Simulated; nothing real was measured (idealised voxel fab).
process module | voxel ribs on slabs
cross-section cut | 145 nm wide | cells 5 nm
A cross-section is a grid of square cells, given in bands from the top down. A band is one or more rows of cells.
Each band's line starts with the height of the band's top and of its bottom, in nm. Then come its materials from left to right, each with its width in nm. One material with "throughout" fills the band from edge to edge. "air" is empty space.
Height 0 is the level under which the wafer as received is all one material. The lowest band goes on downwards, as in "0 down".
A width such as "30 to 40" changes by the same amount from each row of cells to the next, from the band's top row to its bottom row.
"no change" after a step means that no cell of the cross-section changed.
closed voids: empty space of 8 cells or more with no open way to the top, each as width x height at its distance from the left edge, in nm
after a step's settings: what the simulator itself notes on the step
overlay nm, on a step with a mask: how far to the right of its planned place the mask lay; to the left if negative
plan
1 op RECEIVE | material Si
2 op DIRECTIONAL_DEP | material SiO2 | thk nm 20
3 op DIRECTIONAL_DEP | material polySi | thk nm 20
4 op DIRECTIONAL_DEP | material aC | thk nm 15
5 op PATTERN | tone cover | mask id RIB | material resist | width nm 15 | thk nm 35 | overlay nm 0
6 op DIRECTIONAL_ETCH | etch materials aC | depth nm 15
7 op STRIP | etch materials resist
8 op DIRECTIONAL_ETCH | etch materials polySi | depth nm 15
9 op STRIP | etch materials aC
10 op PATTERN | tone cover | mask id SLAB | material resist | width nm 65 | thk nm 20 | overlay nm 0
11 op DIRECTIONAL_ETCH | etch materials polySi | depth nm 5
12 op STRIP | etch materials resist
13 op FILL_DEP | material SiO2 | thk nm 20
14 op CMP | height nm 50
15 op DIRECTIONAL_DEP | material W | thk nm 5
16 op MASKED_ETCH | tone cover | mask id HEATER | width nm 25 | etch materials W | depth nm 5 | overlay nm 0
17 op CONFORMAL_DEP | material SiN | thk nm 5
as received, after step 1
  0 down: Si throughout
  closed voids: none
a wafer at the end: this start, this plan, one mistake
  60 to 55: air 55 | SiN 35 | air 55
  55 to 50: SiN 60 | W 25 | SiN 60
  50 to 40: SiO2 throughout
  40 to 35: SiO2 40 | polySi 65 | SiO2 40
  35 to 20: aC throughout
  20 to 0: SiO2 throughout
  0 down: Si throughout
  closed voids: none
what went wrong: steps 3 and 4 were swapped
